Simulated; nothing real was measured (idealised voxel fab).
process module | voxel spacer lines
cross-section cut | 225 nm wide | cells 5 nm
A cross-section is a grid of square cells, given in bands from the top down. A band is one or more rows of cells.
Each band's line starts with the height of the band's top and of its bottom, in nm. Then come its materials from left to right, each with its width in nm. One material with "throughout" fills the band from edge to edge. "air" is empty space.
Height 0 is the level under which the wafer as received is all one material. The lowest band goes on downwards, as in "0 down".
A width such as "30 to 40" changes by the same amount from each row of cells to the next, from the band's top row to its bottom row.
"no change" after a step means that no cell of the cross-section changed.
closed voids: empty space of 8 cells or more with no open way to the top, each as width x height at its distance from the left edge, in nm
after a step's settings: what the simulator itself notes on the step
overlay nm, on a step with a mask: how far to the right of its planned place the mask lay; to the left if negative
plan
1 op RECEIVE | material Si
2 op CONFORMAL_DEP | material SiO2 | thk nm 5
3 op DIRECTIONAL_DEP | material polySi | thk nm 20
4 op DIRECTIONAL_DEP | material aC | thk nm 25
5 op PATTERN | tone cover | mask id MANDREL | material resist | width nm 15 | pitch nm 60 | thk nm 30 | overlay nm 0
6 op DIRECTIONAL_ETCH | etch materials aC | depth nm 25
7 op STRIP | etch materials resist
8 op CONFORMAL_DEP | material SiN | thk nm 5
9 op DIRECTIONAL_ETCH | etch materials SiN | depth nm 15
10 op STRIP | etch materials aC
11 op DIRECTIONAL_ETCH | etch materials polySi | depth nm 20
12 op STRIP | etch materials SiN
varied across the wafers: thk nm of step 8. The plan shows the first wafer's value. All wafers start alike
first wafer as received, after step 1
  0 down: Si throughout
  closed voids: none
first wafer at the end, after step 12
  25 to 5: air 70 | polySi 5 | air 15 | polySi 5 | air 35 | polySi 5 | air 15 | polySi 5 | air 70
  5 to 0: SiO2 throughout
  0 down: Si throughout
  closed voids: none
last wafer at the end
  50 to 25: air 75 | aC 15 | air 45 | aC 15 | air 75
  25 to 5: polySi throughout
  5 to 0: SiO2 throughout
  0 down: Si throughout
  closed voids: none
each wafer at the end: cells of each material gained (+) or lost (-) since it was received, then its closed voids
thk nm 5 | +45 SiO2 | +16 polySi | closed voids: none
thk nm 10 | +45 SiO2 | +32 polySi | closed voids: none
thk nm 15 | +45 SiO2 | +48 polySi | closed voids: none
thk nm 20 | +45 SiO2 | +30 aC | +180 polySi | closed voids: none
thk nm 25 | +45 SiO2 | +30 aC | +180 polySi | closed voids: none
thk nm 30 | +45 SiO2 | +30 aC | +180 polySi | closed voids: none
